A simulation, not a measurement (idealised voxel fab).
Process module heading - voxel self aligned contacts
Cross-sectional view cut (width: 175 nm; square cell size: 5 nm).
Cross-section, as written here: a square-cell grid given band by band from the top down, where a band holds one or more rows of cells.
This entry defines a band. It first specifies the height of the band's top and the height of its bottom in nm, and then specifies the band's materials from left to right, stating each material with its width in nm. The word "everywhere" identifies a single material that fills the band from edge to edge, while the word "empty" identifies empty space.
Convention: height 0 is the level below which the wafer, as received, is all one material. The lowest band does not terminate at the bottom but continues downward, represented as "0 down".
It should be noted that a width expressed as "30 to 40" varies in equal increments from row to row of cells within the band, taking the value of the first number at the top row and that of the second number at the bottom row.
Where the words "changes: none" appear for a step, the cross-section shows no cell changed by that step; every cell remained as before.
Voids not open to the top, 8 cells minimum: see "Trapped voids". Written width x height at distance; distance is from the left edge; nm.
Heads up: the bit after the settings on a step's line is the simulator's remark on that step.
Steps that use a mask can have "overlay nm" on their line. It says how far the mask sat to the right of where it was meant to be. Negative means to the left.
-- Process steps (planned)
1 RECEIVE: material Si
2 CONFORMAL_DEP: material SiO2, thk nm 5
3 DIRECTIONAL_DEP: material polySi, thk nm 20
4 DIRECTIONAL_DEP: material SiN, thk nm 15
5 MASKED_ETCH: tone cover, mask id GATE, width nm 25, pitch nm 60, etch materials SiN, depth nm 15, overlay nm 0
6 MASKED_ETCH: tone cover, mask id GATE, width nm 25, pitch nm 60, etch materials polySi, depth nm 20, overlay nm 0
7 CONFORMAL_DEP: material SiN, thk nm 5
8 DIRECTIONAL_ETCH: etch materials SiN, depth nm 5
9 FILL_DEP: material SiO2, thk nm 10
10 CMP: height nm 45
11 PATTERN: tone open, mask id CONTACT, material resist, width nm 45, pitch nm 60, thk nm 20, overlay nm 0
12 DIRECTIONAL_ETCH: etch materials SiO2, depth nm 45
13 STRIP: etch materials resist
14 CONFORMAL_DEP: material TiN, thk nm 5
15 FILL_DEP: material Ru, thk nm 5
16 CMP: height nm 45
17 CONFORMAL_DEP: material SiCN, thk nm 5
-- Cross-section of the wafer as it came to us, i.e., already through step 1
  0 down | Si everywhere
  Trapped voids: none
-- The first of the two wafers as seen in cross-section once the module was finished; processing followed the plan
  50 to 45 | SiCN everywhere
  45 to 40 | SiO2 (35); TiN (15); Ru (15); TiN (15); SiO2 (15); TiN (15); Ru (15); TiN (15); SiO2 (35)
  40 to 25 | SiO2 (10); SiN (35); TiN (5); Ru (15); TiN (5); SiN (35); TiN (5); Ru (15); TiN (5); SiN (35); SiO2 (10)
  25 to 5 | SiO2 (10); SiN (5); polySi (25); SiN (5); TiN (5); Ru (15); TiN (5); SiN (5); polySi (25); SiN (5); TiN (5); Ru (15); TiN (5); SiN (5); polySi (25); SiN (5); SiO2 (10)
  5 to 0 | SiO2 (45); TiN (25); SiO2 (35); TiN (25); SiO2 (45)
  0 down | Si everywhere
  Trapped voids: none
-- Wafer two (of two), end-of-module cross-section: start = wafer one, plan = wafer one, one run mistake
  50 to 45 | SiCN everywhere
  45 to 40 | SiO2 (35); TiN (15); Ru (15); TiN (15); SiO2 (15); TiN (15); Ru (15); TiN (15); SiO2 (35)
  40 to 25 | SiO2 (10); SiN (35); TiN (5); Ru (15); TiN (5); SiN (35); TiN (5); Ru (15); TiN (5); SiN (35); SiO2 (10)
  25 to 10 | SiO2 (10); SiN (5); polySi (25); SiN (5); TiN (5); Ru (15); TiN (5); SiN (5); polySi (25); SiN (5); TiN (5); Ru (15); TiN (5); SiN (5); polySi (25); SiN (5); SiO2 (10)
  10 to 5 | SiO2 (10); SiN (5); polySi (25); SiN (5); TiN (25); SiN (5); polySi (25); SiN (5); TiN (25); SiN (5); polySi (25); SiN (5); SiO2 (10)
  5 to 0 | polySi everywhere
  0 down | Si everywhere
  Trapped voids: none
Deviation noted in wafer processing: step 2, actual vs plan mismatch, actual run CONFORMAL_DEP: material polySi, thk nm 5
The second wafer ends with more or fewer cells of some materials than the first, per final count: Ru -6; SiO2 -25; TiN -4; polySi +35
